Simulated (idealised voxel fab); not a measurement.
Process module name: voxel wiring stack
Cross-sectional view cut (width: 205 nm; square cell size: 5 nm).
Think of the cross-section as a grid of square cells. We describe it in bands, top to bottom, and each band covers one or more rows of those cells.
The band entry comprises the height of the band's top followed by the height of its bottom, expressed in nm, and subsequently the band's materials from left to right, each stated together with its width in nm. Where a single material is marked with the word "throughout", that material fills the band from edge to edge. The word "air" represents empty space.
Height 0 is the level under which the wafer as received is all one material. The lowest band goes on downwards, as in "0 down".
With a width like "30..40", each row of cells in the band differs from the next by the same amount, the top row carrying the first number and the bottom row the second.
A step reported as "nothing changed" is a step in which no cell of the cross-section changed.
Unvented voids: empty space of 8 cells or more with no open way to the top, each as width x height at its distance from the left edge, in nm
Note: text after step settings on the step line = simulator remark on that step.
A step's line can hold "overlay nm"; with a mask on that step, the setting says how far right of the planned place the mask lay, while a negative setting says it lay to the left.
### Process steps (planned)
1: op RECEIVE | material Si
2: op CONFORMAL_DEP | material SiO2 | thk nm 10
3: op CONFORMAL_DEP | material SiCN | thk nm 5
4: op DIRECTIONAL_DEP | material SiO2 | thk nm 25
5: op PATTERN | tone open | mask id METAL_1 | material resist | width nm 25 | pitch nm 40 | thk nm 15 | overlay nm 0
6: op DIRECTIONAL_ETCH | etch materials SiO2 | depth nm 25
7: op DIRECTIONAL_ETCH | etch materials SiCN | depth nm 5
8: op STRIP | etch materials resist
9: op CONFORMAL_DEP | material TiN | thk nm 5
10: op FILL_DEP | material Cu | thk nm 5
11: op CMP | height nm 40
12: op EPI | material Ru | thk nm 5
13: op FILL_DEP | material SiCN | thk nm 5
14: op DIRECTIONAL_DEP | material SiO2 | thk nm 10
15: op MASKED_ETCH | tone open | mask id PLUG_1 | width nm 15 | pitch nm 40 | etch materials SiO2 | depth nm 10 | overlay nm 0
16: op MASKED_ETCH | tone open | mask id PLUG_1 | width nm 15 | pitch nm 40 | etch materials SiCN | depth nm 5 | overlay nm 0
17: op EPI | material Ru | thk nm 10
18: op EPI | material Ru | thk nm 5
19: op CONFORMAL_DEP | material SiN | thk nm 5
20: op DIRECTIONAL_DEP | material SiO2 | thk nm 25
21: op MASKED_ETCH | tone open | mask id METAL_2 | width nm 25 | pitch nm 40 | etch materials SiO2 | depth nm 25 | overlay nm 0
22: op MASKED_ETCH | tone open | mask id METAL_2 | width nm 25 | pitch nm 40 | etch materials SiN | depth nm 5 | overlay nm 0
23: op CONFORMAL_DEP | material TiN | thk nm 5
24: op FILL_DEP | material Cu | thk nm 5
25: op CMP | height nm 90
26: op CONFORMAL_DEP | material SiCN | thk nm 5
27: op DIRECTIONAL_DEP | material lowk | thk nm 15
28: op MASKED_ETCH | tone open | mask id PLUG_2 | width nm 15 | pitch nm 40 | etch materials lowk | depth nm 15 | overlay nm 0
29: op MASKED_ETCH | tone open | mask id PLUG_2 | width nm 15 | pitch nm 40 | etch materials SiCN | depth nm 5 | overlay nm 0
30: op EPI | material Ru | thk nm 10
31: op EPI | material Ru | thk nm 10
32: op CONFORMAL_DEP | material SiCN | thk nm 5
33: op DIRECTIONAL_DEP | material lowk | thk nm 20
34: op DIRECTIONAL_DEP | material aC | thk nm 15
35: op PATTERN | tone open | mask id METAL_3 | material resist | width nm 25 | pitch nm 40 | thk nm 35 | overlay nm 0
36: op DIRECTIONAL_ETCH | etch materials aC | depth nm 15
37: op STRIP | etch materials resist
38: op DIRECTIONAL_ETCH | etch materials lowk | depth nm 20
39: op DIRECTIONAL_ETCH | etch materials SiCN | depth nm 5
40: op STRIP | etch materials aC
41: op CONFORMAL_DEP | material TiN | thk nm 5
42: op FILL_DEP | material Cu | thk nm 10
43: op CMP | height nm 135
44: op CONFORMAL_DEP | material SiN | thk nm 5
### The following pertains to the first of two wafers, which was processed as planned
### Shown in cross-section is the wafer as received, that is, as it stands after step 1
* 0 down = Si throughout
* Unvented voids: none
### Step 2 complete: cross-section through the wafer
* 10 to 0 = SiO2 throughout
* Unchanged below 0.
### Step 3 complete: cross-section through the wafer
* 15 to 10 = SiCN throughout
* Unchanged below 10.
### Step 4 complete: cross-section through the wafer
* 40 to 15 = SiO2 throughout
* Unchanged below 15.
### Step 5 complete: cross-section through the wafer
* 55 to 40 = resist (30) / air (25) / resist (15) / air (25) / resist (15) / air (25) / resist (15) / air (25) / resist (30)
* Unchanged below 40.
### Step 6 complete: cross-section through the wafer
* 55 to 40 = resist (30) / air (25) / resist (15) / air (25) / resist (15) / air (25) / resist (15) / air (25) / resist (30)
* 40 to 15 = SiO2 (30) / air (25) / SiO2 (15) / air (25) / SiO2 (15) / air (25) / SiO2 (15) / air (25) / SiO2 (30)
* Unchanged below 15.
### Step 7 complete: cross-section through the wafer
* 55 to 40 = resist (30) / air (25) / resist (15) / air (25) / resist (15) / air (25) / resist (15) / air (25) / resist (30)
* 40 to 15 = SiO2 (30) / air (25) / SiO2 (15) / air (25) / SiO2 (15) / air (25) / SiO2 (15) / air (25) / SiO2 (30)
* 15 to 10 = SiCN (30) / air (25) / SiCN (15) / air (25) / SiCN (15) / air (25) / SiCN (15) / air (25) / SiCN (30)
* Unchanged below 10.
### Step 8 complete: cross-section through the wafer
* 40 to 15 = SiO2 (30) / air (25) / SiO2 (15) / air (25) / SiO2 (15) / air (25) / SiO2 (15) / air (25) / SiO2 (30)
* Unchanged below 15.
### Step 9 complete: cross-section through the wafer
* 45 to 40 = TiN (35) / air (15) / TiN (25) / air (15) / TiN (25) / air (15) / TiN (25) / air (15) / TiN (35)
* 40 to 15 = SiO2 (30) / TiN (5) / air (15) / TiN (5) / SiO2 (15) / TiN (5) / air (15) / TiN (5) / SiO2 (15) / TiN (5) / air (15) / TiN (5) / SiO2 (15) / TiN (5) / air (15) / TiN (5) / SiO2 (30)
* 15 to 10 = SiCN (30) / TiN (25) / SiCN (15) / TiN (25) / SiCN (15) / TiN (25) / SiCN (15) / TiN (25) / SiCN (30)
* Unchanged below 10.
### Step 10 complete: cross-section through the wafer
* 50 to 45 = Cu throughout
* 45 to 40 = TiN (35) / Cu (15) / TiN (25) / Cu (15) / TiN (25) / Cu (15) / TiN (25) / Cu (15) / TiN (35)
* 40 to 15 = SiO2 (30) / TiN (5) / Cu (15) / TiN (5) / SiO2 (15) / TiN (5) / Cu (15) / TiN (5) / SiO2 (15) / TiN (5) / Cu (15) / TiN (5) / SiO2 (15) / TiN (5) / Cu (15) / TiN (5) / SiO2 (30)
* Unchanged below 15.
### Step 11 complete: cross-section through the wafer
* 40 to 15 = SiO2 (30) / TiN (5) / Cu (15) / TiN (5) / SiO2 (15) / TiN (5) / Cu (15) / TiN (5) / SiO2 (15) / TiN (5) / Cu (15) / TiN (5) / SiO2 (15) / TiN (5) / Cu (15) / TiN (5) / SiO2 (30)
* Unchanged below 15.
### Step 12 complete: cross-section through the wafer
* 45 to 40 = air (25) / Ru (35) / air (5) / Ru (35) / air (5) / Ru (35) / air (5) / Ru (35) / air (25)
* Unchanged below 40.
### Step 13 complete: cross-section through the wafer
* 50 to 45 = SiCN throughout
* 45 to 40 = SiCN (25) / Ru (35) / SiCN (5) / Ru (35) / SiCN (5) / Ru (35) / SiCN (5) / Ru (35) / SiCN (25)
* Unchanged below 40.
### Step 14 complete: cross-section through the wafer
* 60 to 50 = SiO2 throughout
* Unchanged below 50.
### Step 15 complete: cross-section through the wafer
* 60 to 50 = SiO2 (30) / air (15) / SiO2 (25) / air (15) / SiO2 (25) / air (15) / SiO2 (25) / air (15) / SiO2 (40)
* Unchanged below 50.
### Step 16 complete: cross-section through the wafer
* 60 to 50 = SiO2 (30) / air (15) / SiO2 (25) / air (15) / SiO2 (25) / air (15) / SiO2 (25) / air (15) / SiO2 (40)
* 50 to 45 = SiCN (30) / air (15) / SiCN (25) / air (15) / SiCN (25) / air (15) / SiCN (25) / air (15) / SiCN (40)
* Unchanged below 45.
### Step 17 complete: cross-section through the wafer
* 60 to 55 = SiO2 (30) / air (15) / SiO2 (25) / air (15) / SiO2 (25) / air (15) / SiO2 (25) / air (15) / SiO2 (40)
* 55 to 50 = SiO2 (30) / Ru (15) / SiO2 (25) / Ru (15) / SiO2 (25) / Ru (15) / SiO2 (25) / Ru (15) / SiO2 (40)
* 50 to 40 = SiCN (30..25) / Ru (15..35) / SiCN (25..5) / Ru (15..35) / SiCN (25..5) / Ru (15..35) / SiCN (25..5) / Ru (15..35) / SiCN (40..25)
* Unchanged below 40.
### Step 18 complete: cross-section through the wafer
* 60 to 50 = SiO2 (30) / Ru (15) / SiO2 (25) / Ru (15) / SiO2 (25) / Ru (15) / SiO2 (25) / Ru (15) / SiO2 (40)
* Unchanged below 50.
### Step 19 complete: cross-section through the wafer
* 65 to 60 = SiN throughout
* Unchanged below 60.
### Step 20 complete: cross-section through the wafer
* 90 to 65 = SiO2 throughout
* Unchanged below 65.
### Step 21 complete: cross-section through the wafer
* 90 to 65 = SiO2 (30) / air (25) / SiO2 (15) / air (25) / SiO2 (15) / air (25) / SiO2 (15) / air (25) / SiO2 (30)
* Unchanged below 65.
### Step 22 complete: cross-section through the wafer
* 90 to 65 = SiO2 (30) / air (25) / SiO2 (15) / air (25) / SiO2 (15) / air (25) / SiO2 (15) / air (25) / SiO2 (30)
* 65 to 60 = SiN (30) / air (25) / SiN (15) / air (25) / SiN (15) / air (25) / SiN (15) / air (25) / SiN (30)
* Unchanged below 60.
### Step 23 complete: cross-section through the wafer
* 95 to 90 = TiN (35) / air (15) / TiN (25) / air (15) / TiN (25) / air (15) / TiN (25) / air (15) / TiN (35)
* 90 to 65 = SiO2 (30) / TiN (5) / air (15) / TiN (5) / SiO2 (15) / TiN (5) / air (15) / TiN (5) / SiO2 (15) / TiN (5) / air (15) / TiN (5) / SiO2 (15) / TiN (5) / air (15) / TiN (5) / SiO2 (30)
* 65 to 60 = SiN (30) / TiN (25) / SiN (15) / TiN (25) / SiN (15) / TiN (25) / SiN (15) / TiN (25) / SiN (30)
* Unchanged below 60.
### Step 24 complete: cross-section through the wafer
* 100 to 95 = Cu throughout
* 95 to 90 = TiN (35) / Cu (15) / TiN (25) / Cu (15) / TiN (25) / Cu (15) / TiN (25) / Cu (15) / TiN (35)
* 90 to 65 = SiO2 (30) / TiN (5) / Cu (15) / TiN (5) / SiO2 (15) / TiN (5) / Cu (15) / TiN (5) / SiO2 (15) / TiN (5) / Cu (15) / TiN (5) / SiO2 (15) / TiN (5) / Cu (15) / TiN (5) / SiO2 (30)
* Unchanged below 65.
### Step 25 complete: cross-section through the wafer
* 90 to 65 = SiO2 (30) / TiN (5) / Cu (15) / TiN (5) / SiO2 (15) / TiN (5) / Cu (15) / TiN (5) / SiO2 (15) / TiN (5) / Cu (15) / TiN (5) / SiO2 (15) / TiN (5) / Cu (15) / TiN (5) / SiO2 (30)
* Unchanged below 65.
### Step 26 complete: cross-section through the wafer
* 95 to 90 = SiCN throughout
* Unchanged below 90.
### Step 27 complete: cross-section through the wafer
* 110 to 95 = lowk throughout
* Unchanged below 95.
### Step 28 complete: cross-section through the wafer
* 110 to 95 = lowk (30) / air (15) / lowk (25) / air (15) / lowk (25) / air (15) / lowk (25) / air (15) / lowk (40)
* Unchanged below 95.
### Step 29 complete: cross-section through the wafer
* 110 to 95 = lowk (30) / air (15) / lowk (25) / air (15) / lowk (25) / air (15) / lowk (25) / air (15) / lowk (40)
* 95 to 90 = SiCN (30) / air (15) / SiCN (25) / air (15) / SiCN (25) / air (15) / SiCN (25) / air (15) / SiCN (40)
* Unchanged below 90.
### Step 30 complete: cross-section through the wafer
* 110 to 100 = lowk (30) / air (15) / lowk (25) / air (15) / lowk (25) / air (15) / lowk (25) / air (15) / lowk (40)
* 100 to 95 = lowk (30) / Ru (15) / lowk (25) / Ru (15) / lowk (25) / Ru (15) / lowk (25) / Ru (15) / lowk (40)
* 95 to 90 = SiCN (30) / Ru (15) / SiCN (25) / Ru (15) / SiCN (25) / Ru (15) / SiCN (25) / Ru (15) / SiCN (40)
* Unchanged below 90.
### Step 31 complete: cross-section through the wafer
* 110 to 95 = lowk (30) / Ru (15) / lowk (25) / Ru (15) / lowk (25) / Ru (15) / lowk (25) / Ru (15) / lowk (40)
* Unchanged below 95.
### Step 32 complete: cross-section through the wafer
* 115 to 110 = SiCN throughout
* Unchanged below 110.
### Step 33 complete: cross-section through the wafer
* 135 to 115 = lowk throughout
* Unchanged below 115.
### Step 34 complete: cross-section through the wafer
* 150 to 135 = aC throughout
* Unchanged below 135.
### Step 35 complete: cross-section through the wafer
* 185 to 150 = resist (30) / air (25) / resist (15) / air (25) / resist (15) / air (25) / resist (15) / air (25) / resist (30)
* Unchanged below 150.
### Step 36 complete: cross-section through the wafer
* 170 to 150 = resist (30) / air (25) / resist (15) / air (25) / resist (15) / air (25) / resist (15) / air (25) / resist (30)
* 150 to 135 = aC (30) / air (25) / aC (15) / air (25) / aC (15) / air (25) / aC (15) / air (25) / aC (30)
* Unchanged below 135.
### Step 37 complete: cross-section through the wafer
* 150 to 135 = aC (30) / air (25) / aC (15) / air (25) / aC (15) / air (25) / aC (15) / air (25) / aC (30)
* Unchanged below 135.
### Step 38 complete: cross-section through the wafer
* 150 to 135 = aC (30) / air (25) / aC (15) / air (25) / aC (15) / air (25) / aC (15) / air (25) / aC (30)
* 135 to 115 = lowk (30) / air (25) / lowk (15) / air (25) / lowk (15) / air (25) / lowk (15) / air (25) / lowk (30)
* Unchanged below 115.
### Step 39 complete: cross-section through the wafer
* 150 to 135 = aC (30) / air (25) / aC (15) / air (25) / aC (15) / air (25) / aC (15) / air (25) / aC (30)
* 135 to 115 = lowk (30) / air (25) / lowk (15) / air (25) / lowk (15) / air (25) / lowk (15) / air (25) / lowk (30)
* 115 to 110 = SiCN (30) / air (25) / SiCN (15) / air (25) / SiCN (15) / air (25) / SiCN (15) / air (25) / SiCN (30)
* Unchanged below 110.
### Step 40 complete: cross-section through the wafer
* 135 to 115 = lowk (30) / air (25) / lowk (15) / air (25) / lowk (15) / air (25) / lowk (15) / air (25) / lowk (30)
* Unchanged below 115.
### Step 41 complete: cross-section through the wafer
* 140 to 135 = TiN (35) / air (15) / TiN (25) / air (15) / TiN (25) / air (15) / TiN (25) / air (15) / TiN (35)
* 135 to 115 = lowk (30) / TiN (5) / air (15) / TiN (5) / lowk (15) / TiN (5) / air (15) / TiN (5) / lowk (15) / TiN (5) / air (15) / TiN (5) / lowk (15) / TiN (5) / air (15) / TiN (5) / lowk (30)
* 115 to 110 = SiCN (30) / TiN (25) / SiCN (15) / TiN (25) / SiCN (15) / TiN (25) / SiCN (15) / TiN (25) / SiCN (30)
* Unchanged below 110.
### Step 42 complete: cross-section through the wafer
* 150 to 140 = Cu throughout
* 140 to 135 = TiN (35) / Cu (15) / TiN (25) / Cu (15) / TiN (25) / Cu (15) / TiN (25) / Cu (15) / TiN (35)
* 135 to 115 = lowk (30) / TiN (5) / Cu (15) / TiN (5) / lowk (15) / TiN (5) / Cu (15) / TiN (5) / lowk (15) / TiN (5) / Cu (15) / TiN (5) / lowk (15) / TiN (5) / Cu (15) / TiN (5) / lowk (30)
* Unchanged below 115.
### Step 43 complete: cross-section through the wafer
* 135 to 115 = lowk (30) / TiN (5) / Cu (15) / TiN (5) / lowk (15) / TiN (5) / Cu (15) / TiN (5) / lowk (15) / TiN (5) / Cu (15) / TiN (5) / lowk (15) / TiN (5) / Cu (15) / TiN (5) / lowk (30)
* Unchanged below 115.
### Step 44 complete: cross-section through the wafer
* 140 to 135 = SiN throughout
* Unchanged below 135.
### The remaining wafer, second of the two, started like the first and was run to the same plan, except that one mistake was made along the way; the two coincide through step 31, inclusive
Second wafer profile in section, at the moment step 32 of the plan was meant to be complete: nothing changed
### Second wafer profile in section, at the moment step 33 of the plan was meant to be complete
* 130 to 110 = lowk throughout
* Unchanged below 110.
### Second wafer profile in section, at the moment step 34 of the plan was meant to be complete
* 145 to 130 = aC throughout
* Unchanged below 130.
### Second wafer profile in section, at the moment step 35 of the plan was meant to be complete
* 180 to 145 = resist (30) / air (25) / resist (15) / air (25) / resist (15) / air (25) / resist (15) / air (25) / resist (30)
* Unchanged below 145.
### Second wafer profile in section, at the moment step 36 of the plan was meant to be complete
* 165 to 145 = resist (30) / air (25) / resist (15) / air (25) / resist (15) / air (25) / resist (15) / air (25) / resist (30)
* 145 to 130 = aC (30) / air (25) / aC (15) / air (25) / aC (15) / air (25) / aC (15) / air (25) / aC (30)
* Unchanged below 130.
### Second wafer profile in section, at the moment step 37 of the plan was meant to be complete
* 145 to 130 = aC (30) / air (25) / aC (15) / air (25) / aC (15) / air (25) / aC (15) / air (25) / aC (30)
* Unchanged below 130.
### Second wafer profile in section, at the moment step 38 of the plan was meant to be complete
* 145 to 130 = aC (30) / air (25) / aC (15) / air (25) / aC (15) / air (25) / aC (15) / air (25) / aC (30)
* 130 to 110 = lowk (30) / air (25) / lowk (15) / air (25) / lowk (15) / air (25) / lowk (15) / air (25) / lowk (30)
* Unchanged below 110.
Second wafer profile in section, at the moment step 39 of the plan was meant to be complete: nothing changed
### Second wafer profile in section, at the moment step 40 of the plan was meant to be complete
* 130 to 110 = lowk (30) / air (25) / lowk (15) / air (25) / lowk (15) / air (25) / lowk (15) / air (25) / lowk (30)
* Unchanged below 110.
### Second wafer profile in section, at the moment step 41 of the plan was meant to be complete
* 135 to 130 = TiN (35) / air (15) / TiN (25) / air (15) / TiN (25) / air (15) / TiN (25) / air (15) / TiN (35)
* 130 to 115 = lowk (30) / TiN (5) / air (15) / TiN (5) / lowk (15) / TiN (5) / air (15) / TiN (5) / lowk (15) / TiN (5) / air (15) / TiN (5) / lowk (15) / TiN (5) / air (15) / TiN (5) / lowk (30)
* 115 to 110 = lowk (30) / TiN (25) / lowk (15) / TiN (25) / lowk (15) / TiN (25) / lowk (15) / TiN (25) / lowk (30)
* Unchanged below 110.
### Second wafer profile in section, at the moment step 42 of the plan was meant to be complete
* 145 to 135 = Cu throughout
* 135 to 130 = TiN (35) / Cu (15) / TiN (25) / Cu (15) / TiN (25) / Cu (15) / TiN (25) / Cu (15) / TiN (35)
* 130 to 115 = lowk (30) / TiN (5) / Cu (15) / TiN (5) / lowk (15) / TiN (5) / Cu (15) / TiN (5) / lowk (15) / TiN (5) / Cu (15) / TiN (5) / lowk (15) / TiN (5) / Cu (15) / TiN (5) / lowk (30)
* Unchanged below 115.
### Second wafer profile in section, at the moment step 43 of the plan was meant to be complete
* 135 to 130 = TiN (35) / Cu (15) / TiN (25) / Cu (15) / TiN (25) / Cu (15) / TiN (25) / Cu (15) / TiN (35)
* Unchanged below 130.
### Second wafer profile in section, at the moment step 44 of the plan was meant to be complete
* 140 to 135 = SiN throughout
* Unchanged below 135.
Processing error: yeah, step 32 of the plan got skipped, never ran
Final comparison by cell count, materials where the second wafer has more or fewer than the first: -21 SiCN; +21 TiN
